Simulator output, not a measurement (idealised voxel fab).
This is a process module. Its name is voxel plated lines.
Square cell edge 5 nm, section width 185 nm, ID cut.
The cross-sections in this document take the form of a grid made of square cells. They are written out as bands, in order from top to bottom. Each band consists of one or more rows of cells.
It is stipulated that each band's entry specify, in nanometres, the height of the top of the band and then that of its bottom, followed by the materials of the band in left-to-right sequence, each together with its width in nanometres. A single material marked by the word "edge to edge" is understood to fill the band from edge to edge; the word "empty" is understood to denote empty space.
All heights in this document are referenced to 0, defined as the level beneath which the wafer, as received, consists entirely of one material. The lowest band is not bounded below; it extends indefinitely downward and is written in the form "0 -> down".
The width entry "30..40" should be interpreted row by row: the top row of cells in the band takes the first number, the bottom row takes the second number, and the change between adjacent rows is uniform throughout.
Any step labelled "stayed the same" changed none of the cells in the cross-section.
Basically, "Enclosed void inventory" tells you about the enclosed voids: empty spaces with no open way to the top, 8 cells or bigger, each written width x height at distance, where distance is from the left edge, all in nm.
Heads up: the bit after the settings on a step's line is the simulator's remark on that step.
The line of a step may include "overlay nm". On a step with a mask, this value is how far to the right of its planned place the mask lay. A negative value means the mask lay to the left.

### These are the steps we planned for the process
1,RECEIVE [material Si]
2,CONFORMAL_DEP [material Al2O3] [thk nm 15]
3,DIRECTIONAL_DEP [material TiN] [thk nm 5]
4,PATTERN [tone open] [mask id LINES] [material resist] [width nm 20] [pitch nm 35] [thk nm 15] [overlay nm 0]
5,EPI [material Ru] [thk nm 5]
6,STRIP [etch materials resist]
7,DIRECTIONAL_ETCH [etch materials TiN] [depth nm 5]
8,CONFORMAL_DEP [material SiO2] [thk nm 5]

### Cross-section of the wafer as it came to us, i.e., already through step 1
	0 -> down = Si edge to edge
	Enclosed void inventory: none

### End-of-module cross-section. Starting structure and process plan as above; one mistake made in running it
	45 -> 40 = 40 of empty / 30 of SiO2 / 5 of empty / 30 of SiO2 / 5 of empty / 30 of SiO2 / 45 of empty
	40 -> 35 = 40 of empty / 5 of SiO2 / 20 of Ru / 5 of SiO2 / 5 of empty / 5 of SiO2 / 20 of Ru / 5 of SiO2 / 5 of empty / 5 of SiO2 / 20 of Ru / 5 of SiO2 / 45 of empty
	35 -> 30 = 45 of SiO2 / 20 of TiN / 15 of SiO2 / 20 of TiN / 15 of SiO2 / 20 of TiN / 50 of SiO2
	30 -> 0 = Al2O3 edge to edge
	0 -> down = Si edge to edge
	Enclosed void inventory: none
What went wrong in running the wafer? plan step 2 ran twice
